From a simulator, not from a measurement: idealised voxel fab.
Process module under the name voxel trench capacitor
Each square cell in cross-section cut measures 5 nm, and the section as a whole is 245 nm wide.
If you're reading a cross-section in this doc, picture square cells in a grid; it comes to you as bands, top ones listed first down to the bottom, and a band can be one or more rows of cells.
Heads up on the band format: heights come first, top then bottom, in nm. After that it's the materials left to right, each with its width in nm. A single material flagged "all across" fills the whole band edge to edge, and "blank" means there's empty space there.
Below 0: as-received wafer, all one material; heights counted from there. Lowest band: no bottom, goes on down, written "top 0, no bottom".
A width such as "30 to 40" changes by the same amount from each row of cells to the next, from the band's top row to its bottom row.
"remains unaltered", as given for a step, is the statement that not any cell of the cross-section underwent a change during that step.
Empty spaces without an open route to the top, at least 8 cells in extent, make up the entry "Catalogued sealed voids"; each is given as width x height at distance, where the distance is measured from the left edge, and all are in nm.
Formally, on a step line, whatever follows the settings is a remark that the simulator itself makes on the step.
When a step includes a mask, the "overlay nm" setting on its line states how far to the right of its planned place that mask lay, and negative values state how far to the left.

PROCESS STEPS (PLANNED)
1: RECEIVE: material Si
2: CONFORMAL_DEP: material SiN, thk nm 5
3: DIRECTIONAL_DEP: material aC, thk nm 15
4: PATTERN: tone open, mask id TRENCH, material resist, width nm 15, pitch nm 50, thk nm 30, overlay nm 0
5: DIRECTIONAL_ETCH: etch materials aC, depth nm 15
6: STRIP: etch materials resist
7: DIRECTIONAL_ETCH: etch materials SiN, depth nm 5
8: DIRECTIONAL_ETCH: etch materials Si, depth nm 25
9: STRIP: etch materials aC
10: CONFORMAL_DEP: material HfO2, thk nm 5
11: CONFORMAL_DEP: material TiN, thk nm 5
12: FILL_DEP: material W, thk nm 5
13: CMP: height nm 5
varied across the wafers: width nm of step 4. The plan shows the first wafer's value. All wafers start alike

INCOMING STATE OF THE FIRST OF SEVERAL WAFERS IN CROSS-SECTION: AFTER STEP 1
> top 0, no bottom  Si all across
> Catalogued sealed voids: none

PER WAFER (ROW), END OF MODULE: DELTA IN CELLS PER MATERIAL SINCE RECEIPT, (+) FOR GAINED, (-) FOR LOST; CLOSED VOIDS AFTER THAT
width nm 15; +39 HfO2; -45 Si; +40 SiN; +15 TiN; Catalogued sealed voids: none
width nm 20; +42 HfO2; -60 Si; +37 SiN; +30 TiN; Catalogued sealed voids: none
width nm 25; +45 HfO2; -75 Si; +34 SiN; +33 TiN; +12 W; Catalogued sealed voids: none
width nm 30; +48 HfO2; -90 Si; +31 SiN; +36 TiN; +24 W; Catalogued sealed voids: none
width nm 35; +51 HfO2; -105 Si; +28 SiN; +39 TiN; +36 W; Catalogued sealed voids: none
